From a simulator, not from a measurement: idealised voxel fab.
Process module heading - voxel self aligned contacts
205 nm wide, 5 nm square cells: that's cross-section cut.
Cross-sections here: square-cell grids, written as top-down lists of bands, a band being one or more rows of cells. Top height, bottom height, nm. Materials left to right, width each, nm. Single material + "full width" = fills band edge to edge. "air" = empty. For the purposes of this specification, 0 denotes the height below which the wafer in its as-received condition is composed wholly of one material, and the lowermost band, lacking a lower limit, extends downward without end, as expressed in "from 0 down". Graded width ("30 to 40"): value in top row of band = first number; value in bottom row = second number; row-to-row change constant. Key: "nothing got changed" - step with no changed cell in the cross-section. Basically, "Trapped cavities" tells you about the enclosed voids: empty spaces with no open way to the top, 8 cells or bigger, each written width x height at distance, where distance is from the left edge, all in nm. What comes after the settings on a step's line is commentary from the simulator itself on that step. Each step line may optionally specify "overlay nm", which for a step with a mask gives the rightward distance between the mask's planned place and where it lay, a negative value indicating the leftward direction.

Planned process steps
1: op RECEIVE | material Si
2: op CONFORMAL_DEP | material SiO2 | thk nm 5
3: op DIRECTIONAL_DEP | material polySi | thk nm 20
4: op DIRECTIONAL_DEP | material SiN | thk nm 20
5: op MASKED_ETCH | tone cover | mask id GATE | width nm 35 | pitch nm 70 | etch materials SiN | depth nm 20 | overlay nm 0
6: op MASKED_ETCH | tone cover | mask id GATE | width nm 35 | pitch nm 70 | etch materials polySi | depth nm 20 | overlay nm 0
7: op CONFORMAL_DEP | material SiN | thk nm 10
8: op DIRECTIONAL_ETCH | etch materials SiN | depth nm 10
9: op FILL_DEP | material SiO2 | thk nm 10
10: op CMP | height nm 50
11: op PATTERN | tone open | mask id CONTACT | material resist | width nm 45 | pitch nm 70 | thk nm 20 | overlay nm 0
12: op DIRECTIONAL_ETCH | etch materials SiO2 | depth nm 50
13: op STRIP | etch materials resist
14: op CONFORMAL_DEP | material TiN | thk nm 5
15: op FILL_DEP | material Ru | thk nm 10
16: op CMP | height nm 50
17: op CONFORMAL_DEP | material SiCN | thk nm 5

Received-state cross-section, reflecting completion of step 1
from 0 down | Si full width
Trapped cavities: none

Below is the wafer in cross-section after the module was completed. It began from the starting point shown above and followed the plan shown above, except that one mistake was made while running it
from 55 to 50 | SiCN full width
from 50 to 45 | 45 nm SiO2 | 20 nm TiN | 5 nm Ru | 20 nm TiN | 25 nm SiO2 | 20 nm TiN | 5 nm Ru | 20 nm TiN | 45 nm SiO2
from 45 to 25 | 5 nm SiO2 | 55 nm SiN | 5 nm TiN | 5 nm Ru | 5 nm TiN | 55 nm SiN | 5 nm TiN | 5 nm Ru | 5 nm TiN | 55 nm SiN | 5 nm SiO2
from 25 to 20 | 5 nm SiO2 | 10 nm SiN | 35 nm polySi | 10 nm SiN | 5 nm TiN | 5 nm Ru | 5 nm TiN | 10 nm SiN | 35 nm polySi | 10 nm SiN | 5 nm TiN | 5 nm Ru | 5 nm TiN | 10 nm SiN | 35 nm polySi | 10 nm SiN | 5 nm SiO2
from 20 to 15 | 5 nm SiO2 | 10 nm SiN | 35 nm polySi | 10 nm SiN | 15 nm TiN | 10 nm SiN | 35 nm polySi | 10 nm SiN | 15 nm TiN | 10 nm SiN | 35 nm polySi | 10 nm SiN | 5 nm SiO2
from 15 to 5 | 15 nm SiN | 35 nm polySi | 35 nm SiN | 35 nm polySi | 35 nm SiN | 35 nm polySi | 15 nm SiN
from 5 to 0 | SiO2 full width
from 0 down | Si full width
Trapped cavities: none
Short version of what went wrong: steps 7 and 8 of the plan were each performed in the slot designated for the other
